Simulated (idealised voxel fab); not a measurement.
process module | voxel transistor to metal
cross-section cut | 205 nm wide | cells 5 nm
A cross-section is a grid of square cells, given in bands from the top down. A band is one or more rows of cells.
Each band's line starts with the height of the band's top and of its bottom, in nm. Then come its materials from left to right, each with its width in nm. One material with "throughout" fills the band from edge to edge. "air" is empty space.
Height 0 is the level under which the wafer as received is all one material. The lowest band goes on downwards, as in "0 down".
A width such as "30 to 40" changes by the same amount from each row of cells to the next, from the band's top row to its bottom row.
"no change" after a step means that no cell of the cross-section changed.
closed voids: empty space of 8 cells or more with no open way to the top, each as width x height at its distance from the left edge, in nm
after a step's settings: what the simulator itself notes on the step
overlay nm, on a step with a mask: how far to the right of its planned place the mask lay; to the left if negative
plan
1 op RECEIVE | material Si
2 op OXIDIZE | depth nm 5
3 op CONFORMAL_DEP | material SiN | thk nm 15
4 op DIRECTIONAL_DEP | material aC | thk nm 10
5 op PATTERN | tone cover | mask id ACTIVE | material resist | width nm 105 | thk nm 25 | overlay nm 0
6 op DIRECTIONAL_ETCH | etch materials aC | depth nm 10
7 op STRIP | etch materials resist
8 op DIRECTIONAL_ETCH | etch materials SiN | depth nm 15
9 op DIRECTIONAL_ETCH | etch materials SiO2 | depth nm 5
10 op DIRECTIONAL_ETCH | etch materials Si | depth nm 35
11 op STRIP | etch materials aC
12 op FILL_DEP | material SiO2 | thk nm 15
13 op CMP | height nm 15
14 op SELECTIVE_ETCH | etch materials SiO2 | depth nm 10
15 op STRIP | etch materials SiN
16 op SELECTIVE_ETCH | etch materials SiO2 | depth nm 5
17 op OXIDIZE | depth nm 5
18 op DIRECTIONAL_DEP | material polySi | thk nm 20
19 op DIRECTIONAL_DEP | material SiCN | thk nm 15
20 op MASKED_ETCH | tone cover | mask id GATE | width nm 25 | etch materials SiCN | depth nm 25 | overlay nm 0
21 op MASKED_ETCH | tone cover | mask id GATE | width nm 25 | etch materials polySi | depth nm 30 | overlay nm 0
22 op CONFORMAL_DEP | material SiN | thk nm 10
23 op DIRECTIONAL_ETCH | etch materials SiN | depth nm 10
24 op DIRECTIONAL_ETCH | etch materials SiO2 | depth nm 5
25 op DIRECTIONAL_ETCH | etch materials Si | depth nm 15
26 op EPI | material pSi | thk nm 15
27 op FILL_DEP | material SiO2 | thk nm 10
28 op CMP | height nm 15
29 op STRIP | etch materials polySi
30 op SELECTIVE_ETCH | etch materials SiO2 | depth nm 5
31 op CONFORMAL_DEP | material HfO2 | thk nm 5
32 op CONFORMAL_DEP | material TiN | thk nm 5
33 op FILL_DEP | material W | thk nm 5
34 op CMP | height nm 10
35 op DIRECTIONAL_DEP | material SiO2 | thk nm 15
36 op MASKED_ETCH | tone open | mask id CONTACT | width nm 15 | pitch nm 80 | etch materials SiO2 | depth nm 20 | overlay nm 0
37 op CONFORMAL_DEP | material TiN | thk nm 5
38 op FILL_DEP | material W | thk nm 5
39 op CMP | height nm 25
40 op CONFORMAL_DEP | material SiCN | thk nm 5
41 op DIRECTIONAL_DEP | material SiO2 | thk nm 25
42 op DIRECTIONAL_DEP | material aC | thk nm 10
43 op PATTERN | tone open | mask id METAL_1 | material resist | width nm 15 | pitch nm 80 | thk nm 30 | overlay nm 0
44 op DIRECTIONAL_ETCH | etch materials aC | depth nm 10
45 op STRIP | etch materials resist
46 op DIRECTIONAL_ETCH | etch materials SiO2 | depth nm 25
47 op DIRECTIONAL_ETCH | etch materials SiCN | depth nm 5
48 op STRIP | etch materials aC
49 op CONFORMAL_DEP | material TiN | thk nm 5
50 op FILL_DEP | material W | thk nm 5
51 op CMP | height nm 55
52 op EPI | material Ru | thk nm 5
53 op FILL_DEP | material SiCN | thk nm 5
first wafer, as planned
as received, after step 1
  0 down: Si throughout
  closed voids: none
after step 2
  0 to -5: SiO2 throughout
  below -5: unchanged
after step 3
  15 to 0: SiN throughout
  below 0: unchanged
after step 4
  25 to 15: aC throughout
  below 15: unchanged
after step 5
  50 to 25: air 50 | resist 105 | air 50
  below 25: unchanged
after step 6
  40 to 25: air 50 | resist 105 | air 50
  25 to 15: air 50 | aC 105 | air 50
  below 15: unchanged
after step 7
  25 to 15: air 50 | aC 105 | air 50
  below 15: unchanged
after step 8
  25 to 15: air 50 | aC 105 | air 50
  15 to 0: air 50 | SiN 105 | air 50
  below 0: unchanged
after step 9
  25 to 15: air 50 | aC 105 | air 50
  15 to 0: air 50 | SiN 105 | air 50
  0 to -5: air 50 | SiO2 105 | air 50
  below -5: unchanged
after step 10
  25 to 15: air 50 | aC 105 | air 50
  15 to 0: air 50 | SiN 105 | air 50
  0 to -5: air 50 | SiO2 105 | air 50
  -5 to -40: air 50 | Si 105 | air 50
  below -40: unchanged
after step 11
  15 to 0: air 50 | SiN 105 | air 50
  below 0: unchanged
after step 12
  30 to 15: SiO2 throughout
  15 to 0: SiO2 50 | SiN 105 | SiO2 50
  0 to -5: SiO2 throughout
  -5 to -40: SiO2 50 | Si 105 | SiO2 50
  below -40: unchanged
after step 13
  15 to 0: SiO2 50 | SiN 105 | SiO2 50
  below 0: unchanged
after step 14
  15 to 5: air 50 | SiN 105 | air 50
  below 5: unchanged
after step 15
  5 to 0: SiO2 50 | air 105 | SiO2 50
  below 0: unchanged
after step 16
  0 to -5: SiO2 45 | air 115 | SiO2 45
  below -5: unchanged
after step 17
  0 to -5: SiO2 45 | air 115 | SiO2 45
  -5 to -10: SiO2 throughout
  below -10: unchanged
after step 18
  20 to 15: polySi 45 | air 115 | polySi 45
  15 to 0: polySi throughout
  0 to -5: SiO2 45 | polySi 115 | SiO2 45
  below -5: unchanged
after step 19
  35 to 30: SiCN 45 | air 115 | SiCN 45
  30 to 20: SiCN throughout
  20 to 15: polySi 45 | SiCN 115 | polySi 45
  below 15: unchanged
after step 20
  30 to 20: air 90 | SiCN 25 | air 90
  20 to 15: polySi 45 | air 45 | SiCN 25 | air 45 | polySi 45
  below 15: unchanged
after step 21
  30 to 15: air 90 | SiCN 25 | air 90
  15 to 0: air 90 | polySi 25 | air 90
  0 to -5: SiO2 45 | air 45 | polySi 25 | air 45 | SiO2 45
  below -5: unchanged
after step 22
  40 to 30: air 80 | SiN 45 | air 80
  30 to 15: air 80 | SiN 10 | SiCN 25 | SiN 10 | air 80
  15 to 10: air 80 | SiN 10 | polySi 25 | SiN 10 | air 80
  10 to 5: SiN 55 | air 25 | SiN 10 | polySi 25 | SiN 10 | air 25 | SiN 55
  5 to 0: SiN 90 | polySi 25 | SiN 90
  0 to -5: SiO2 45 | SiN 45 | polySi 25 | SiN 45 | SiO2 45
  below -5: unchanged
after step 23
  30 to 15: air 80 | SiN 10 | SiCN 25 | SiN 10 | air 80
  15 to 0: air 80 | SiN 10 | polySi 25 | SiN 10 | air 80
  0 to -5: SiO2 45 | SiN 10 | air 25 | SiN 10 | polySi 25 | SiN 10 | air 25 | SiN 10 | SiO2 45
  below -5: unchanged
after step 24
  30 to 15: air 80 | SiN 10 | SiCN 25 | SiN 10 | air 80
  15 to 0: air 80 | SiN 10 | polySi 25 | SiN 10 | air 80
  0 to -5: air 45 | SiN 10 | air 25 | SiN 10 | polySi 25 | SiN 10 | air 25 | SiN 10 | air 45
  -5 to -10: SiO2 55 | air 25 | SiO2 45 | air 25 | SiO2 55
  below -10: unchanged
after step 25
  30 to 15: air 80 | SiN 10 | SiCN 25 | SiN 10 | air 80
  15 to 0: air 80 | SiN 10 | polySi 25 | SiN 10 | air 80
  0 to -5: air 45 | SiN 10 | air 25 | SiN 10 | polySi 25 | SiN 10 | air 25 | SiN 10 | air 45
  -5 to -10: SiO2 55 | air 25 | SiO2 45 | air 25 | SiO2 55
  -10 to -25: SiO2 50 | Si 5 | air 25 | Si 45 | air 25 | Si 5 | SiO2 50
  below -25: unchanged
after step 26
  30 to 15: air 80 | SiN 10 | SiCN 25 | SiN 10 | air 80
  15 to 5: air 80 | SiN 10 | polySi 25 | SiN 10 | air 80
  5 to 0: air 50 | pSi 30 | SiN 10 | polySi 25 | SiN 10 | pSi 30 | air 50
  0 to -5: air 45 | SiN 10 | pSi 25 | SiN 10 | polySi 25 | SiN 10 | pSi 25 | SiN 10 | air 45
  -5 to -10: SiO2 55 | pSi 25 | SiO2 45 | pSi 25 | SiO2 55
  -10 to -25: SiO2 50 | Si 5 | pSi 25 | Si 45 | pSi 25 | Si 5 | SiO2 50
  below -25: unchanged
after step 27
  40 to 30: SiO2 throughout
  30 to 15: SiO2 80 | SiN 10 | SiCN 25 | SiN 10 | SiO2 80
  15 to 5: SiO2 80 | SiN 10 | polySi 25 | SiN 10 | SiO2 80
  5 to 0: SiO2 50 | pSi 30 | SiN 10 | polySi 25 | SiN 10 | pSi 30 | SiO2 50
  0 to -5: SiO2 45 | SiN 10 | pSi 25 | SiN 10 | polySi 25 | SiN 10 | pSi 25 | SiN 10 | SiO2 45
  below -5: unchanged
after step 28
  15 to 5: SiO2 80 | SiN 10 | polySi 25 | SiN 10 | SiO2 80
  below 5: unchanged
after step 29
  15 to 5: SiO2 80 | SiN 10 | air 25 | SiN 10 | SiO2 80
  5 to 0: SiO2 50 | pSi 30 | SiN 10 | air 25 | SiN 10 | pSi 30 | SiO2 50
  0 to -5: SiO2 45 | SiN 10 | pSi 25 | SiN 10 | air 25 | SiN 10 | pSi 25 | SiN 10 | SiO2 45
  below -5: unchanged
after step 30
  15 to 10: air 80 | SiN 10 | air 25 | SiN 10 | air 80
  10 to 5: SiO2 80 | SiN 10 | air 25 | SiN 10 | SiO2 80
  5 to 0: SiO2 50 | pSi 30 | SiN 10 | air 25 | SiN 10 | pSi 30 | SiO2 50
  0 to -5: SiO2 45 | SiN 10 | pSi 25 | SiN 10 | air 25 | SiN 10 | pSi 25 | SiN 10 | SiO2 45
  -5 to -10: SiO2 55 | pSi 25 | SiO2 5 | air 35 | SiO2 5 | pSi 25 | SiO2 55
  below -10: unchanged
after step 31
  20 to 15: air 75 | HfO2 20 | air 15 | HfO2 20 | air 75
  15 to 10: HfO2 80 | SiN 10 | HfO2 5 | air 15 | HfO2 5 | SiN 10 | HfO2 80
  10 to 5: SiO2 80 | SiN 10 | HfO2 5 | air 15 | HfO2 5 | SiN 10 | SiO2 80
  5 to 0: SiO2 50 | pSi 30 | SiN 10 | HfO2 5 | air 15 | HfO2 5 | SiN 10 | pSi 30 | SiO2 50
  0 to -5: SiO2 45 | SiN 10 | pSi 25 | SiN 10 | HfO2 5 | air 15 | HfO2 5 | SiN 10 | pSi 25 | SiN 10 | SiO2 45
  -5 to -10: SiO2 55 | pSi 25 | SiO2 5 | HfO2 35 | SiO2 5 | pSi 25 | SiO2 55
  below -10: unchanged
after step 32
  25 to 20: air 70 | TiN 30 | air 5 | TiN 30 | air 70
  20 to 15: TiN 75 | HfO2 20 | TiN 5 | air 5 | TiN 5 | HfO2 20 | TiN 75
  15 to 10: HfO2 80 | SiN 10 | HfO2 5 | TiN 5 | air 5 | TiN 5 | HfO2 5 | SiN 10 | HfO2 80
  10 to 5: SiO2 80 | SiN 10 | HfO2 5 | TiN 5 | air 5 | TiN 5 | HfO2 5 | SiN 10 | SiO2 80
  5 to 0: SiO2 50 | pSi 30 | SiN 10 | HfO2 5 | TiN 5 | air 5 | TiN 5 | HfO2 5 | SiN 10 | pSi 30 | SiO2 50
  0 to -5: SiO2 45 | SiN 10 | pSi 25 | SiN 10 | HfO2 5 | TiN 15 | HfO2 5 | SiN 10 | pSi 25 | SiN 10 | SiO2 45
  below -5: unchanged
after step 33
  30 to 25: W throughout
  25 to 20: W 70 | TiN 30 | W 5 | TiN 30 | W 70
  20 to 15: TiN 75 | HfO2 20 | TiN 5 | W 5 | TiN 5 | HfO2 20 | TiN 75
  15 to 10: HfO2 80 | SiN 10 | HfO2 5 | TiN 5 | W 5 | TiN 5 | HfO2 5 | SiN 10 | HfO2 80
  10 to 5: SiO2 80 | SiN 10 | HfO2 5 | TiN 5 | W 5 | TiN 5 | HfO2 5 | SiN 10 | SiO2 80
  5 to 0: SiO2 50 | pSi 30 | SiN 10 | HfO2 5 | TiN 5 | W 5 | TiN 5 | HfO2 5 | SiN 10 | pSi 30 | SiO2 50
  below 0: unchanged
after step 34
  10 to 5: SiO2 80 | SiN 10 | HfO2 5 | TiN 5 | W 5 | TiN 5 | HfO2 5 | SiN 10 | SiO2 80
  below 5: unchanged
after step 35
  25 to 10: SiO2 throughout
  below 10: unchanged
after step 36
  25 to 10: SiO2 55 | air 15 | SiO2 65 | air 15 | SiO2 55
  10 to 5: SiO2 55 | air 15 | SiO2 10 | SiN 10 | HfO2 5 | TiN 5 | W 5 | TiN 5 | HfO2 5 | SiN 10 | SiO2 10 | air 15 | SiO2 55
  below 5: unchanged
after step 37
  30 to 25: TiN 60 | air 5 | TiN 75 | air 5 | TiN 60
  25 to 10: SiO2 55 | TiN 5 | air 5 | TiN 5 | SiO2 65 | TiN 5 | air 5 | TiN 5 | SiO2 55
  10 to 5: SiO2 55 | TiN 15 | SiO2 10 | SiN 10 | HfO2 5 | TiN 5 | W 5 | TiN 5 | HfO2 5 | SiN 10 | SiO2 10 | TiN 15 | SiO2 55
  below 5: unchanged
after step 38
  35 to 30: W throughout
  30 to 25: TiN 60 | W 5 | TiN 75 | W 5 | TiN 60
  25 to 10: SiO2 55 | TiN 5 | W 5 | TiN 5 | SiO2 65 | TiN 5 | W 5 | TiN 5 | SiO2 55
  below 10: unchanged
after step 39
  25 to 10: SiO2 55 | TiN 5 | W 5 | TiN 5 | SiO2 65 | TiN 5 | W 5 | TiN 5 | SiO2 55
  below 10: unchanged
after step 40
  30 to 25: SiCN throughout
  below 25: unchanged
after step 41
  55 to 30: SiO2 throughout
  below 30: unchanged
after step 42
  65 to 55: aC throughout
  below 55: unchanged
after step 43
  95 to 65: resist 55 | air 15 | resist 65 | air 15 | resist 55
  below 65: unchanged
after step 44
  85 to 65: resist 55 | air 15 | resist 65 | air 15 | resist 55
  65 to 55: aC 55 | air 15 | aC 65 | air 15 | aC 55
  below 55: unchanged
after step 45
  65 to 55: aC 55 | air 15 | aC 65 | air 15 | aC 55
  below 55: unchanged
after step 46
  65 to 55: aC 55 | air 15 | aC 65 | air 15 | aC 55
  55 to 30: SiO2 55 | air 15 | SiO2 65 | air 15 | SiO2 55
  below 30: unchanged
after step 47
  65 to 55: aC 55 | air 15 | aC 65 | air 15 | aC 55
  55 to 30: SiO2 55 | air 15 | SiO2 65 | air 15 | SiO2 55
  30 to 25: SiCN 55 | air 15 | SiCN 65 | air 15 | SiCN 55
  below 25: unchanged
after step 48
  55 to 30: SiO2 55 | air 15 | SiO2 65 | air 15 | SiO2 55
  below 30: unchanged
after step 49
  60 to 55: TiN 60 | air 5 | TiN 75 | air 5 | TiN 60
  55 to 30: SiO2 55 | TiN 5 | air 5 | TiN 5 | SiO2 65 | TiN 5 | air 5 | TiN 5 | SiO2 55
  30 to 25: SiCN 55 | TiN 15 | SiCN 65 | TiN 15 | SiCN 55
  below 25: unchanged
after step 50
  65 to 60: W throughout
  60 to 55: TiN 60 | W 5 | TiN 75 | W 5 | TiN 60
  55 to 30: SiO2 55 | TiN 5 | W 5 | TiN 5 | SiO2 65 | TiN 5 | W 5 | TiN 5 | SiO2 55
  below 30: unchanged
after step 51
  55 to 30: SiO2 55 | TiN 5 | W 5 | TiN 5 | SiO2 65 | TiN 5 | W 5 | TiN 5 | SiO2 55
  below 30: unchanged
after step 52
  60 to 55: air 50 | Ru 25 | air 55 | Ru 25 | air 50
  below 55: unchanged
after step 53
  65 to 60: SiCN throughout
  60 to 55: SiCN 50 | Ru 25 | SiCN 55 | Ru 25 | SiCN 50
  below 55: unchanged
second wafer: like start, like plan, one mistake. Through step 40 it matches the first wafer
when step 41 should have ended
  55 to 30: SiN throughout
  below 30: unchanged
when step 42 should have ended
  65 to 55: aC throughout
  below 55: unchanged
when step 43 should have ended
  95 to 65: resist 55 | air 15 | resist 65 | air 15 | resist 55
  below 65: unchanged
when step 44 should have ended
  85 to 65: resist 55 | air 15 | resist 65 | air 15 | resist 55
  65 to 55: aC 55 | air 15 | aC 65 | air 15 | aC 55
  below 55: unchanged
when step 45 should have ended
  65 to 55: aC 55 | air 15 | aC 65 | air 15 | aC 55
  below 55: unchanged
when step 46 should have ended: no change
when step 47 should have ended: no change
when step 48 should have ended
  55 to 30: SiN throughout
  below 30: unchanged
when step 49 should have ended
  60 to 55: TiN throughout
  below 55: unchanged
when step 50 should have ended
  65 to 60: W throughout
  below 60: unchanged
when step 51 should have ended
  55 to 30: SiN throughout
  below 30: unchanged
when step 52 should have ended: no change
when step 53 should have ended
  60 to 55: SiCN throughout
  below 55: unchanged
what went wrong: step 41 ran as: op DIRECTIONAL_DEP | material SiN | thk nm 25
at the end the second wafer has, in cells: 10 fewer of Ru | 25 fewer of SiCN | 205 more of SiN | 175 fewer of SiO2 | 26 fewer of TiN | 10 fewer of W
